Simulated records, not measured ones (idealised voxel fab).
The following is a process module called voxel capacitor over wiring.
The cross-section on display is named cut; it measures 155 nm wide, and its cells are 5 nm squares.
Cross-section format: a grid of square cells, given as bands from top to bottom; each band is one or more rows of cells.
Top height, bottom height, nm. Materials left to right, width each, nm. Single material + "all across" = fills band edge to edge. "blank" = empty.
Height datum 0, below which the as-received substrate wafer is one material. Lowest band open at the bottom, running downward: "0 and below".
Width "30->40": first value at the band's top row of cells, second value at its bottom row, equal change from row to row.
Reading "nothing got changed" for a step: not a cell of the cross-section changed in it.
Closed empty spaces (no open way to the top) of 8 cells or more are what "Completely enclosed voids" lists, each as width x height at distance from the left edge, nm for all three.
It should be noted that, on the line of a given step, the content following the step's settings is a remark produced by the simulator itself with respect to that step.
The setting "overlay nm" may be written on the line of a step. When the step uses a mask, the value reports how far to the right of the planned place the mask lay, and a negative value reports that it lay to the left.
Every pair from here on: before one process step, after it. The after cross-section reaches only to the lowest band that changed. Below the pair: the step in between and its settings. Pairs can belong to different runs of this module on the same starting wafer; a pair carries on from the pair above only if the entry headed "Before the process" says so.
[Before the process]
    75 down to 60 | 20 nm aC; 30 nm blank; 50 nm aC; 30 nm blank; 25 nm aC
    60 down to 35 | 20 nm SiO2; 30 nm blank; 50 nm SiO2; 30 nm blank; 25 nm SiO2
    35 down to 30 | SiN all across
    30 down to 0 | SiO2 all across
    0 and below | Si all across
    Completely enclosed voids: none
[As Processed]
    75 down to 60 | 20 nm aC; 30 nm blank; 50 nm aC; 30 nm blank; 25 nm aC
    60 down to 35 | 20 nm SiO2; 30 nm blank; 50 nm SiO2; 30 nm blank; 25 nm SiO2
    35 down to 30 | 20 nm SiN; 30 nm blank; 50 nm SiN; 30 nm blank; 25 nm SiN
    Below a height of 30, the structure has not been altered.
    Completely enclosed voids: none
Step, before to after (see cross-sections above): op DIRECTIONAL_ETCH | etch materials SiN | depth nm 5
Before the process: the cross-section after the pair above
[As Processed]
    60 down to 35 | 20 nm SiO2; 30 nm blank; 50 nm SiO2; 30 nm blank; 25 nm SiO2
    Below a height of 35, the structure has not been altered.
    Completely enclosed voids: none
Step, before to after (see cross-sections above): op STRIP | etch materials aC
Before the process: the cross-section after the pair above
[As Processed]
    65 down to 60 | 25 nm TiN; 20 nm blank; 60 nm TiN; 20 nm blank; 30 nm TiN
    60 down to 35 | 20 nm SiO2; 5 nm TiN; 20 nm blank; 5 nm TiN; 50 nm SiO2; 5 nm TiN; 20 nm blank; 5 nm TiN; 25 nm SiO2
    35 down to 30 | 20 nm SiN; 30 nm TiN; 50 nm SiN; 30 nm TiN; 25 nm SiN
    Below a height of 30, the structure has not been altered.
    Completely enclosed voids: none
Step, before to after (see cross-sections above): op CONFORMAL_DEP | material TiN | thk nm 5
Before the process: the cross-section after the pair above
[As Processed]
    70 down to 65 | Ru all across
    65 down to 60 | 25 nm TiN; 20 nm Ru; 60 nm TiN; 20 nm Ru; 30 nm TiN
    60 down to 35 | 20 nm SiO2; 5 nm TiN; 20 nm Ru; 5 nm TiN; 50 nm SiO2; 5 nm TiN; 20 nm Ru; 5 nm TiN; 25 nm SiO2
    Below a height of 35, the structure has not been altered.
    Completely enclosed voids: none
Step, before to after (see cross-sections above): op FILL_DEP | material Ru | thk nm 5
Before the process: the cross-section after the pair above
[As Processed]
    45 down to 35 | 20 nm SiO2; 5 nm TiN; 20 nm Ru; 5 nm TiN; 50 nm SiO2; 5 nm TiN; 20 nm Ru; 5 nm TiN; 25 nm SiO2
    Below a height of 35, the structure has not been altered.
    Completely enclosed voids: none
Step, before to after (see cross-sections above): op CMP | height nm 45
Before the process: the cross-section after the pair above
[As Processed]
    50 down to 45 | SiCN all across
    Below a height of 45, the structure has not been altered.
    Completely enclosed voids: none
Step, before to after (see cross-sections above): op CONFORMAL_DEP | material SiCN | thk nm 5
Before the process: the cross-section after the pair above
[As Processed]
    65 down to 50 | lowk all across
    Below a height of 50, the structure has not been altered.
    Completely enclosed voids: none
Step, before to after (see cross-sections above): op DIRECTIONAL_DEP | material lowk | thk nm 15
Before the process: the cross-section after the pair above
[As Processed]
    65 down to 50 | 35 nm lowk; 15 nm blank; 105 nm lowk
    Below a height of 50, the structure has not been altered.
    Completely enclosed voids: none
Step, before to after (see cross-sections above): op MASKED_ETCH | tone open | mask id PLUG_1 | width nm 15 | etch materials lowk | depth nm 15 | overlay nm 0
Before the process: the cross-section after the pair above
[As Processed]
    65 down to 50 | 35 nm lowk; 15 nm blank; 105 nm lowk
    50 down to 45 | 35 nm SiCN; 15 nm blank; 105 nm SiCN
    Below a height of 45, the structure has not been altered.
    Completely enclosed voids: none
Step, before to after (see cross-sections above): op MASKED_ETCH | tone open | mask id PLUG_1 | width nm 15 | etch materials SiCN | depth nm 5 | overlay nm 0
Before the process: the cross-section after the pair above
[As Processed]
    65 down to 55 | 35 nm lowk; 15 nm blank; 105 nm lowk
    55 down to 50 | 35 nm lowk; 15 nm Ru; 105 nm lowk
    50 down to 45 | 35 nm SiCN; 15 nm Ru; 105 nm SiCN
    Below a height of 45, the structure has not been altered.
    Completely enclosed voids: none
Step, before to after (see cross-sections above): op EPI | material Ru | thk nm 10
Before the process: the cross-section after the pair above
[As Processed]
    65 down to 50 | 35 nm lowk; 15 nm Ru; 105 nm lowk
    Below a height of 50, the structure has not been altered.
    Completely enclosed voids: none
Step, before to after (see cross-sections above): op EPI | material Ru | thk nm 10
Before the process: the cross-section after the pair above
[As Processed]
    75 down to 65 | TiN all across
    Below a height of 65, the structure has not been altered.
    Completely enclosed voids: none
Step, before to after (see cross-sections above): op DIRECTIONAL_DEP | material TiN | thk nm 10
Before the process: the cross-section after the pair above
[As Processed]
    80 down to 75 | HfO2 all across
    Below a height of 75, the structure has not been altered.
    Completely enclosed voids: none
Step, before to after (see cross-sections above): op DIRECTIONAL_DEP | material HfO2 | thk nm 5
Before the process: the cross-section after the pair above
[As Processed]
    90 down to 80 | TiN all across
    Below a height of 80, the structure has not been altered.
    Completely enclosed voids: none
Step, before to after (see cross-sections above): op DIRECTIONAL_DEP | material TiN | thk nm 10
Before the process: the cross-section after the pair above
[As Processed]
    105 down to 90 | aC all across
    Below a height of 90, the structure has not been altered.
    Completely enclosed voids: none
Step, before to after (see cross-sections above): op DIRECTIONAL_DEP | material aC | thk nm 15
Before the process: the cross-section after the pair above
[As Processed]
    135 down to 105 | 35 nm blank; 55 nm resist; 65 nm blank
    Below a height of 105, the structure has not been altered.
    Completely enclosed voids: none
Step, before to after (see cross-sections above): op PATTERN | tone cover | mask id UPPER_PLATE | material resist | width nm 55 | thk nm 30 | overlay nm 0
Before the process: the cross-section after the pair above
[As Processed]
    120 down to 105 | 35 nm blank; 55 nm resist; 65 nm blank
    105 down to 90 | 35 nm blank; 55 nm aC; 65 nm blank
    Below a height of 90, the structure has not been altered.
    Completely enclosed voids: none
Step, before to after (see cross-sections above): op DIRECTIONAL_ETCH | etch materials aC | depth nm 15
Before the process: the cross-section after the pair above
[As Processed]
    105 down to 90 | 35 nm blank; 55 nm aC; 65 nm blank
    Below a height of 90, the structure has not been altered.
    Completely enclosed voids: none
Step, before to after (see cross-sections above): op STRIP | etch materials resist
Before the process: the cross-section after the pair above
[As Processed]
    105 down to 90 | 35 nm blank; 55 nm aC; 65 nm blank
    90 down to 80 | 35 nm blank; 55 nm TiN; 65 nm blank
    Below a height of 80, the structure has not been altered.
    Completely enclosed voids: none
Step, before to after (see cross-sections above): op DIRECTIONAL_ETCH | etch materials TiN | depth nm 10
Before the process: the cross-section after the pair above
[As Processed]
    105 down to 90 | 35 nm blank; 55 nm aC; 65 nm blank
    90 down to 80 | 35 nm blank; 55 nm TiN; 65 nm blank
    80 down to 75 | 35 nm blank; 55 nm HfO2; 65 nm blank
    Below a height of 75, the structure has not been altered.
    Completely enclosed voids: none
Step, before to after (see cross-sections above): op DIRECTIONAL_ETCH | etch materials HfO2 | depth nm 5
Before the process: the cross-section after the pair above
[As Processed]
    90 down to 80 | 35 nm blank; 55 nm TiN; 65 nm blank
    Below a height of 80, the structure has not been altered.
    Completely enclosed voids: none
Step, before to after (see cross-sections above): op STRIP | etch materials aC
Before the process: the cross-section after the pair above
[As Processed]
    100 down to 90 | 35 nm blank; 55 nm aC; 65 nm blank
    90 down to 85 | 35 nm blank; 55 nm TiN; 65 nm blank
    85 down to 80 | 35 nm aC; 55 nm TiN; 65 nm aC
    80 down to 75 | 35 nm aC; 55 nm HfO2; 65 nm aC
    Below a height of 75, the structure has not been altered.
    Completely enclosed voids: none
Step, before to after (see cross-sections above): op DIRECTIONAL_DEP | material aC | thk nm 10
Before the process: the cross-section after the pair above
[As Processed]
    130 down to 100 | 30 nm blank; 65 nm resist; 60 nm blank
    100 down to 90 | 30 nm blank; 5 nm resist; 55 nm aC; 5 nm resist; 60 nm blank
    90 down to 85 | 30 nm blank; 5 nm resist; 55 nm TiN; 5 nm resist; 60 nm blank
    Below a height of 85, the structure has not been altered.
    Completely enclosed voids: none
Step, before to after (see cross-sections above): op PATTERN | tone cover | mask id LOWER_PLATE | material resist | width nm 65 | thk nm 30 | overlay nm 0
Before the process: the cross-section after the pair above
[As Processed]
    120 down to 100 | 30 nm blank; 65 nm resist; 60 nm blank
    100 down to 90 | 30 nm blank; 5 nm resist; 55 nm aC; 5 nm resist; 60 nm blank
    90 down to 85 | 30 nm blank; 5 nm resist; 55 nm TiN; 5 nm resist; 60 nm blank
    85 down to 80 | 30 nm blank; 5 nm aC; 55 nm TiN; 5 nm aC; 60 nm blank
    80 down to 75 | 30 nm blank; 5 nm aC; 55 nm HfO2; 5 nm aC; 60 nm blank
    Below a height of 75, the structure has not been altered.
    Completely enclosed voids: none
Step, before to after (see cross-sections above): op DIRECTIONAL_ETCH | etch materials aC | depth nm 10
Before the process: the cross-section after the pair above
[As Processed]
    100 down to 90 | 35 nm blank; 55 nm aC; 65 nm blank
    90 down to 85 | 35 nm blank; 55 nm TiN; 65 nm blank
    Below a height of 85, the structure has not been altered.
    Completely enclosed voids: none
Step, before to after (see cross-sections above): op STRIP | etch materials resist
Before the process: the cross-section after the pair above
[As Processed]
    100 down to 90 | 35 nm blank; 55 nm aC; 65 nm blank
    90 down to 85 | 35 nm blank; 55 nm TiN; 65 nm blank
    85 down to 80 | 30 nm blank; 5 nm aC; 55 nm TiN; 5 nm aC; 60 nm blank
    80 down to 75 | 30 nm blank; 5 nm aC; 55 nm HfO2; 5 nm aC; 60 nm blank
    75 down to 65 | 30 nm blank; 65 nm TiN; 60 nm blank
    Below a height of 65, the structure has not been altered.
    Completely enclosed voids: none
Step, before to after (see cross-sections above): op DIRECTIONAL_ETCH | etch materials TiN | depth nm 10
Before the process: the cross-section after the pair above
[As Processed]
    90 down to 80 | 35 nm blank; 55 nm TiN; 65 nm blank
    80 down to 75 | 35 nm blank; 55 nm HfO2; 65 nm blank
    Below a height of 75, the structure has not been altered.
    Completely enclosed voids: none
Step, before to after (see cross-sections above): op STRIP | etch materials aC
Before the process: the cross-section after the pair above
[As Processed]
    110 down to 90 | SiO2 all across
    90 down to 80 | 35 nm SiO2; 55 nm TiN; 65 nm SiO2
    80 down to 75 | 35 nm SiO2; 55 nm HfO2; 65 nm SiO2
    75 down to 65 | 30 nm SiO2; 65 nm TiN; 60 nm SiO2
    Below a height of 65, the structure has not been altered.
    Completely enclosed voids: none
Step, before to after (see cross-sections above): op FILL_DEP | material SiO2 | thk nm 20
Before the process: the cross-section after the pair above
[As Processed]
    105 down to 90 | SiO2 all across
    Below a height of 90, the structure has not been altered.
    Completely enclosed voids: none
Step, before to after (see cross-sections above): op CMP | height nm 105
Before the process: the cross-section after the pair above
[As Processed]
    105 down to 90 | 45 nm SiO2; 15 nm blank; 95 nm SiO2
    Below a height of 90, the structure has not been altered.
    Completely enclosed voids: none
Step, before to after (see cross-sections above): op MASKED_ETCH | tone open | mask id PLUG_2 | width nm 15 | etch materials SiO2 | depth nm 15 | overlay nm 0
Before the process: the cross-section after the pair above
[As Processed]
    110 down to 105 | 50 nm TiN; 5 nm blank; 100 nm TiN
    105 down to 95 | 45 nm SiO2; 5 nm TiN; 5 nm blank; 5 nm TiN; 95 nm SiO2
    95 down to 90 | 45 nm SiO2; 15 nm TiN; 95 nm SiO2
    Below a height of 90, the structure has not been altered.
    Completely enclosed voids: none
Step, before to after (see cross-sections above): op CONFORMAL_DEP | material TiN | thk nm 5
Before the process: the cross-section after the pair above
[As Processed]
    120 down to 110 | Ru all across
    110 down to 105 | 50 nm TiN; 5 nm Ru; 100 nm TiN
    105 down to 95 | 45 nm SiO2; 5 nm TiN; 5 nm Ru; 5 nm TiN; 95 nm SiO2
    Below a height of 95, the structure has not been altered.
    Completely enclosed voids: none
Step, before to after (see cross-sections above): op FILL_DEP | material Ru | thk nm 10
Before the process: the cross-section after the pair above
[As Processed]
    105 down to 95 | 45 nm SiO2; 5 nm TiN; 5 nm Ru; 5 nm TiN; 95 nm SiO2
    Below a height of 95, the structure has not been altered.
    Completely enclosed voids: none
Step, before to after (see cross-sections above): op CMP | height nm 105
Before the process: the cross-section after the pair above
[As Processed]
    110 down to 105 | SiCN all across
    Below a height of 105, the structure has not been altered.
    Completely enclosed voids: none
Step, before to after (see cross-sections above): op CONFORMAL_DEP | material SiCN | thk nm 5
[Before the process]
    75 down to 65 | TiN all across
    65 down to 50 | 35 nm lowk; 15 nm Ru; 105 nm lowk
    50 down to 45 | 35 nm SiCN; 15 nm Ru; 105 nm SiCN
    45 down to 20 | 20 nm SiO2; 5 nm TiN; 20 nm Ru; 5 nm TiN; 50 nm SiO2; 5 nm TiN; 20 nm Ru; 5 nm TiN; 25 nm SiO2
    20 down to 15 | 20 nm SiN; 30 nm TiN; 50 nm SiN; 30 nm TiN; 25 nm SiN
    15 down to 0 | SiO2 all across
    0 and below | Si all across
    Completely enclosed voids: none
[As Processed]
    85 down to 65 | TiN all across
    Below a height of 65, the structure has not been altered.
    Completely enclosed voids: none
Step, before to after (see cross-sections above): op DIRECTIONAL_DEP | material TiN | thk nm 10
Before the process: the cross-section after the pair above
[As Processed]
    90 down to 85 | HfO2 all across
    Below a height of 85, the structure has not been altered.
    Completely enclosed voids: none
Step, before to after (see cross-sections above): op DIRECTIONAL_DEP | material HfO2 | thk nm 5
Before the process: the cross-section after the pair above
[As Processed]
    105 down to 90 | aC all across
    Below a height of 90, the structure has not been altered.
    Completely enclosed voids: none
Step, before to after (see cross-sections above): op DIRECTIONAL_DEP | material aC | thk nm 15
Before the process: the cross-section after the pair above
[As Processed]
    135 down to 105 | 35 nm blank; 55 nm resist; 65 nm blank
    Below a height of 105, the structure has not been altered.
    Completely enclosed voids: none
Step, before to after (see cross-sections above): op PATTERN | tone cover | mask id UPPER_PLATE | material resist | width nm 55 | thk nm 30 | overlay nm 0
Before the process: the cross-section after the pair above
[As Processed]
    120 down to 105 | 35 nm blank; 55 nm resist; 65 nm blank
    105 down to 90 | 35 nm blank; 55 nm aC; 65 nm blank
    Below a height of 90, the structure has not been altered.
    Completely enclosed voids: none
Step, before to after (see cross-sections above): op DIRECTIONAL_ETCH | etch materials aC | depth nm 15
Before the process: the cross-section after the pair above
[As Processed]
    105 down to 90 | 35 nm blank; 55 nm aC; 65 nm blank
    Below a height of 90, the structure has not been altered.
    Completely enclosed voids: none
Step, before to after (see cross-sections above): op STRIP | etch materials resist
Before the process: the cross-section after the pair above
[As Processed]
    105 down to 90 | 35 nm blank; 55 nm aC; 65 nm blank
    90 down to 85 | 35 nm blank; 55 nm HfO2; 65 nm blank
    Below a height of 85, the structure has not been altered.
    Completely enclosed voids: none
Step, before to after (see cross-sections above): op DIRECTIONAL_ETCH | etch materials HfO2 | depth nm 5
Before the process: the cross-section after the pair above
[As Processed]
    90 down to 85 | 35 nm blank; 55 nm HfO2; 65 nm blank
    Below a height of 85, the structure has not been altered.
    Completely enclosed voids: none
Step, before to after (see cross-sections above): op STRIP | etch materials aC
Before the process: the cross-section after the pair above
[As Processed]
    100 down to 95 | 35 nm blank; 55 nm aC; 65 nm blank
    95 down to 90 | aC all across
    90 down to 85 | 35 nm aC; 55 nm HfO2; 65 nm aC
    Below a height of 85, the structure has not been altered.
    Completely enclosed voids: none
Step, before to after (see cross-sections above): op DIRECTIONAL_DEP | material aC | thk nm 10
Before the process: the cross-section after the pair above
[As Processed]
    130 down to 100 | 30 nm blank; 65 nm resist; 60 nm blank
    100 down to 95 | 30 nm blank; 5 nm resist; 55 nm aC; 5 nm resist; 60 nm blank
    Below a height of 95, the structure has not been altered.
    Completely enclosed voids: none
Step, before to after (see cross-sections above): op PATTERN | tone cover | mask id LOWER_PLATE | material resist | width nm 65 | thk nm 30 | overlay nm 0
Before the process: the cross-section after the pair above
[As Processed]
    120 down to 100 | 30 nm blank; 65 nm resist; 60 nm blank
    100 down to 95 | 30 nm blank; 5 nm resist; 55 nm aC; 5 nm resist; 60 nm blank
    95 down to 90 | 30 nm blank; 65 nm aC; 60 nm blank
    90 down to 85 | 30 nm blank; 5 nm aC; 55 nm HfO2; 5 nm aC; 60 nm blank
    Below a height of 85, the structure has not been altered.
    Completely enclosed voids: none
Step, before to after (see cross-sections above): op DIRECTIONAL_ETCH | etch materials aC | depth nm 10
Before the process: the cross-section after the pair above
[As Processed]
    100 down to 90 | 35->30 nm blank; 55->65 nm aC; 65->60 nm blank
    Below a height of 90, the structure has not been altered.
    Completely enclosed voids: none
Step, before to after (see cross-sections above): op STRIP | etch materials resist
Before the process: the cross-section after the pair above
[As Processed]
    100 down to 90 | 35->30 nm blank; 55->65 nm aC; 65->60 nm blank
    90 down to 85 | 30 nm blank; 5 nm aC; 55 nm HfO2; 5 nm aC; 60 nm blank
    85 down to 75 | 30 nm blank; 65 nm TiN; 60 nm blank
    Below a height of 75, the structure has not been altered.
    Completely enclosed voids: none
Step, before to after (see cross-sections above): op DIRECTIONAL_ETCH | etch materials TiN | depth nm 10
Before the process: the cross-section after the pair above
[As Processed]
    90 down to 85 | 35 nm blank; 55 nm HfO2; 65 nm blank
    Below a height of 85, the structure has not been altered.
    Completely enclosed voids: none
Step, before to after (see cross-sections above): op STRIP | etch materials aC
Before the process: the cross-section after the pair above
[As Processed]
    110 down to 90 | SiO2 all across
    90 down to 85 | 35 nm SiO2; 55 nm HfO2; 65 nm SiO2
    85 down to 75 | 30 nm SiO2; 65 nm TiN; 60 nm SiO2
    Below a height of 75, the structure has not been altered.
    Completely enclosed voids: none
Step, before to after (see cross-sections above): op FILL_DEP | material SiO2 | thk nm 20
Before the process: the cross-section after the pair above
[As Processed]
    105 down to 90 | SiO2 all across
    Below a height of 90, the structure has not been altered.
    Completely enclosed voids: none
Step, before to after (see cross-sections above): op CMP | height nm 105
Before the process: the cross-section after the pair above
[As Processed]
    105 down to 90 | 45 nm SiO2; 15 nm blank; 95 nm SiO2
    Below a height of 90, the structure has not been altered.
    Completely enclosed voids: none
Step, before to after (see cross-sections above): op MASKED_ETCH | tone open | mask id PLUG_2 | width nm 15 | etch materials SiO2 | depth nm 15 | overlay nm 0
Before the process: the cross-section after the pair above
[As Processed]
    110 down to 105 | 50 nm TiN; 5 nm blank; 100 nm TiN
    105 down to 95 | 45 nm SiO2; 5 nm TiN; 5 nm blank; 5 nm TiN; 95 nm SiO2
    95 down to 90 | 45 nm SiO2; 15 nm TiN; 95 nm SiO2
    Below a height of 90, the structure has not been altered.
    Completely enclosed voids: none
Step, before to after (see cross-sections above): op CONFORMAL_DEP | material TiN | thk nm 5
Before the process: the cross-section after the pair above
[As Processed]
    120 down to 110 | Ru all across
    110 down to 105 | 50 nm TiN; 5 nm Ru; 100 nm TiN
    105 down to 95 | 45 nm SiO2; 5 nm TiN; 5 nm Ru; 5 nm TiN; 95 nm SiO2
    Below a height of 95, the structure has not been altered.
    Completely enclosed voids: none
Step, before to after (see cross-sections above): op FILL_DEP | material Ru | thk nm 10
Before the process: the cross-section after the pair above
[As Processed]
    105 down to 95 | 45 nm SiO2; 5 nm TiN; 5 nm Ru; 5 nm TiN; 95 nm SiO2
    Below a height of 95, the structure has not been altered.
    Completely enclosed voids: none
Step, before to after (see cross-sections above): op CMP | height nm 105
Before the process: the cross-section after the pair above
[As Processed]
    110 down to 105 | SiCN all across
    Below a height of 105, the structure has not been altered.
    Completely enclosed voids: none
Step, before to after (see cross-sections above): op CONFORMAL_DEP | material SiCN | thk nm 5
[Before the process]
    55 down to 50 | Ru all across
    50 down to 45 | 25 nm TiN; 20 nm Ru; 60 nm TiN; 20 nm Ru; 30 nm TiN
    45 down to 20 | 20 nm SiO2; 5 nm TiN; 20 nm Ru; 5 nm TiN; 50 nm SiO2; 5 nm TiN; 20 nm Ru; 5 nm TiN; 25 nm SiO2
    20 down to 15 | 20 nm SiN; 30 nm TiN; 50 nm SiN; 30 nm TiN; 25 nm SiN
    15 down to 0 | SiO2 all across
    0 and below | Si all across
    Completely enclosed voids: none
[As Processed]
    40 down to 20 | 20 nm SiO2; 5 nm TiN; 20 nm Ru; 5 nm TiN; 50 nm SiO2; 5 nm TiN; 20 nm Ru; 5 nm TiN; 25 nm SiO2
    Below a height of 20, the structure has not been altered.
    Completely enclosed voids: none
Step, before to after (see cross-sections above): op CMP | height nm 40
Before the process: the cross-section after the pair above
[As Processed]
    45 down to 40 | SiCN all across
    Below a height of 40, the structure has not been altered.
    Completely enclosed voids: none
Step, before to after (see cross-sections above): op CONFORMAL_DEP | material SiCN | thk nm 5
Before the process: the cross-section after the pair above
[As Processed]
    60 down to 45 | lowk all across
    Below a height of 45, the structure has not been altered.
    Completely enclosed voids: none
Step, before to after (see cross-sections above): op DIRECTIONAL_DEP | material lowk | thk nm 15
Before the process: the cross-section after the pair above
[As Processed]
    60 down to 45 | 35 nm lowk; 15 nm blank; 105 nm lowk
    Below a height of 45, the structure has not been altered.
    Completely enclosed voids: none
Step, before to after (see cross-sections above): op MASKED_ETCH | tone open | mask id PLUG_1 | width nm 15 | etch materials lowk | depth nm 15 | overlay nm 0
Before the process: the cross-section after the pair above
[As Processed]
    60 down to 45 | 35 nm lowk; 15 nm blank; 105 nm lowk
    45 down to 40 | 35 nm SiCN; 15 nm blank; 105 nm SiCN
    Below a height of 40, the structure has not been altered.
    Completely enclosed voids: none
Step, before to after (see cross-sections above): op MASKED_ETCH | tone open | mask id PLUG_1 | width nm 15 | etch materials SiCN | depth nm 5 | overlay nm 0
Before the process: the cross-section after the pair above
[As Processed]
    60 down to 50 | 35 nm lowk; 15 nm blank; 105 nm lowk
    50 down to 45 | 35 nm lowk; 15 nm Ru; 105 nm lowk
    45 down to 40 | 35 nm SiCN; 15 nm Ru; 105 nm SiCN
    Below a height of 40, the structure has not been altered.
    Completely enclosed voids: none
Step, before to after (see cross-sections above): op EPI | material Ru | thk nm 10
Before the process: the cross-section after the pair above
[As Processed]
    60 down to 45 | 35 nm lowk; 15 nm Ru; 105 nm lowk
    Below a height of 45, the structure has not been altered.
    Completely enclosed voids: none
Step, before to after (see cross-sections above): op EPI | material Ru | thk nm 10
Before the process: the cross-section after the pair above
[As Processed]
    70 down to 60 | TiN all across
    Below a height of 60, the structure has not been altered.
    Completely enclosed voids: none
Step, before to after (see cross-sections above): op DIRECTIONAL_DEP | material TiN | thk nm 10
Before the process: the cross-section after the pair above
[As Processed]
    75 down to 70 | HfO2 all across
    Below a height of 70, the structure has not been altered.
    Completely enclosed voids: none
Step, before to after (see cross-sections above): op DIRECTIONAL_DEP | material HfO2 | thk nm 5
Before the process: the cross-section after the pair above
[As Processed]
    85 down to 75 | TiN all across
    Below a height of 75, the structure has not been altered.
    Completely enclosed voids: none
Step, before to after (see cross-sections above): op DIRECTIONAL_DEP | material TiN | thk nm 10
Before the process: the cross-section after the pair above
[As Processed]
    100 down to 85 | aC all across
    Below a height of 85, the structure has not been altered.
    Completely enclosed voids: none
Step, before to after (see cross-sections above): op DIRECTIONAL_DEP | material aC | thk nm 15
Before the process: the cross-section after the pair above
[As Processed]
    130 down to 100 | 35 nm blank; 55 nm resist; 65 nm blank
    Below a height of 100, the structure has not been altered.
    Completely enclosed voids: none
Step, before to after (see cross-sections above): op PATTERN | tone cover | mask id UPPER_PLATE | material resist | width nm 55 | thk nm 30 | overlay nm 0
Before the process: the cross-section after the pair above
[As Processed]
    115 down to 100 | 35 nm blank; 55 nm resist; 65 nm blank
    100 down to 85 | 35 nm blank; 55 nm aC; 65 nm blank
    Below a height of 85, the structure has not been altered.
    Completely enclosed voids: none
Step, before to after (see cross-sections above): op DIRECTIONAL_ETCH | etch materials aC | depth nm 15
Before the process: the cross-section after the pair above
[As Processed]
    100 down to 85 | 35 nm blank; 55 nm aC; 65 nm blank
    Below a height of 85, the structure has not been altered.
    Completely enclosed voids: none
Step, before to after (see cross-sections above): op STRIP | etch materials resist
Before the process: the cross-section after the pair above
[As Processed]
    100 down to 85 | 35 nm blank; 55 nm aC; 65 nm blank
    85 down to 75 | 35 nm blank; 55 nm TiN; 65 nm blank
    Below a height of 75, the structure has not been altered.
    Completely enclosed voids: none
Step, before to after (see cross-sections above): op DIRECTIONAL_ETCH | etch materials TiN | depth nm 10
Before the process: the cross-section after the pair above
[As Processed]
    100 down to 85 | 35 nm blank; 55 nm aC; 65 nm blank
    85 down to 75 | 35 nm blank; 55 nm TiN; 65 nm blank
    75 down to 70 | 35 nm blank; 55 nm HfO2; 65 nm blank
    Below a height of 70, the structure has not been altered.
    Completely enclosed voids: none
Step, before to after (see cross-sections above): op DIRECTIONAL_ETCH | etch materials HfO2 | depth nm 5
Before the process: the cross-section after the pair above
[As Processed]
    85 down to 75 | 35 nm blank; 55 nm TiN; 65 nm blank
    Below a height of 75, the structure has not been altered.
    Completely enclosed voids: none
Step, before to after (see cross-sections above): op STRIP | etch materials aC
Before the process: the cross-section after the pair above
[As Processed]
    95 down to 85 | 35 nm blank; 55 nm aC; 65 nm blank
    85 down to 80 | 35 nm blank; 55 nm TiN; 65 nm blank
    80 down to 75 | 35 nm aC; 55 nm TiN; 65 nm aC
    75 down to 70 | 35 nm aC; 55 nm HfO2; 65 nm aC
    Below a height of 70, the structure has not been altered.
    Completely enclosed voids: none
Step, before to after (see cross-sections above): op DIRECTIONAL_DEP | material aC | thk nm 10
Before the process: the cross-section after the pair above
[As Processed]
    125 down to 95 | 30 nm blank; 65 nm resist; 60 nm blank
    95 down to 85 | 30 nm blank; 5 nm resist; 55 nm aC; 5 nm resist; 60 nm blank
    85 down to 80 | 30 nm blank; 5 nm resist; 55 nm TiN; 5 nm resist; 60 nm blank
    Below a height of 80, the structure has not been altered.
    Completely enclosed voids: none
Step, before to after (see cross-sections above): op PATTERN | tone cover | mask id LOWER_PLATE | material resist | width nm 65 | thk nm 30 | overlay nm 0
Before the process: the cross-section after the pair above
[As Processed]
    115 down to 95 | 30 nm blank; 65 nm resist; 60 nm blank
    95 down to 85 | 30 nm blank; 5 nm resist; 55 nm aC; 5 nm resist; 60 nm blank
    85 down to 80 | 30 nm blank; 5 nm resist; 55 nm TiN; 5 nm resist; 60 nm blank
    80 down to 75 | 30 nm blank; 5 nm aC; 55 nm TiN; 5 nm aC; 60 nm blank
    75 down to 70 | 30 nm blank; 5 nm aC; 55 nm HfO2; 5 nm aC; 60 nm blank
    Below a height of 70, the structure has not been altered.
    Completely enclosed voids: none
Step, before to after (see cross-sections above): op DIRECTIONAL_ETCH | etch materials aC | depth nm 10
Before the process: the cross-section after the pair above
[As Processed]
    95 down to 85 | 35 nm blank; 55 nm aC; 65 nm blank
    85 down to 80 | 35 nm blank; 55 nm TiN; 65 nm blank
    Below a height of 80, the structure has not been altered.
    Completely enclosed voids: none
Step, before to after (see cross-sections above): op STRIP | etch materials resist
Before the process: the cross-section after the pair above
[As Processed]
    95 down to 85 | 35 nm blank; 55 nm aC; 65 nm blank
    85 down to 80 | 35 nm blank; 55 nm TiN; 65 nm blank
    80 down to 75 | 30 nm blank; 5 nm aC; 55 nm TiN; 5 nm aC; 60 nm blank
    75 down to 70 | 30 nm blank; 5 nm aC; 55 nm HfO2; 5 nm aC; 60 nm blank
    70 down to 60 | 30 nm blank; 65 nm TiN; 60 nm blank
    Below a height of 60, the structure has not been altered.
    Completely enclosed voids: none
Step, before to after (see cross-sections above): op DIRECTIONAL_ETCH | etch materials TiN | depth nm 10
Before the process: the cross-section after the pair above
[As Processed]
    85 down to 75 | 35 nm blank; 55 nm TiN; 65 nm blank
    75 down to 70 | 35 nm blank; 55 nm HfO2; 65 nm blank
    Below a height of 70, the structure has not been altered.
    Completely enclosed voids: none
Step, before to after (see cross-sections above): op STRIP | etch materials aC
Before the process: the cross-section after the pair above
[As Processed]
    105 down to 85 | SiO2 all across
    85 down to 75 | 35 nm SiO2; 55 nm TiN; 65 nm SiO2
    75 down to 70 | 35 nm SiO2; 55 nm HfO2; 65 nm SiO2
    70 down to 60 | 30 nm SiO2; 65 nm TiN; 60 nm SiO2
    Below a height of 60, the structure has not been altered.
    Completely enclosed voids: none
Step, before to after (see cross-sections above): op FILL_DEP | material SiO2 | thk nm 20
Before the process: the cross-section after the pair above
[As Processed]
    105 down to 90 | 45 nm SiO2; 15 nm blank; 95 nm SiO2
    Below a height of 90, the structure has not been altered.
    Completely enclosed voids: none
Step, before to after (see cross-sections above): op MASKED_ETCH | tone open | mask id PLUG_2 | width nm 15 | etch materials SiO2 | depth nm 15 | overlay nm 0
Before the process: the cross-section after the pair above
[As Processed]
    110 down to 105 | 50 nm TiN; 5 nm blank; 100 nm TiN
    105 down to 95 | 45 nm SiO2; 5 nm TiN; 5 nm blank; 5 nm TiN; 95 nm SiO2
    95 down to 90 | 45 nm SiO2; 15 nm TiN; 95 nm SiO2
    Below a height of 90, the structure has not been altered.
    Completely enclosed voids: none
Step, before to after (see cross-sections above): op CONFORMAL_DEP | material TiN | thk nm 5
Before the process: the cross-section after the pair above
[As Processed]
    120 down to 110 | Ru all across
    110 down to 105 | 50 nm TiN; 5 nm Ru; 100 nm TiN
    105 down to 95 | 45 nm SiO2; 5 nm TiN; 5 nm Ru; 5 nm TiN; 95 nm SiO2
    Below a height of 95, the structure has not been altered.
    Completely enclosed voids: none
Step, before to after (see cross-sections above): op FILL_DEP | material Ru | thk nm 10
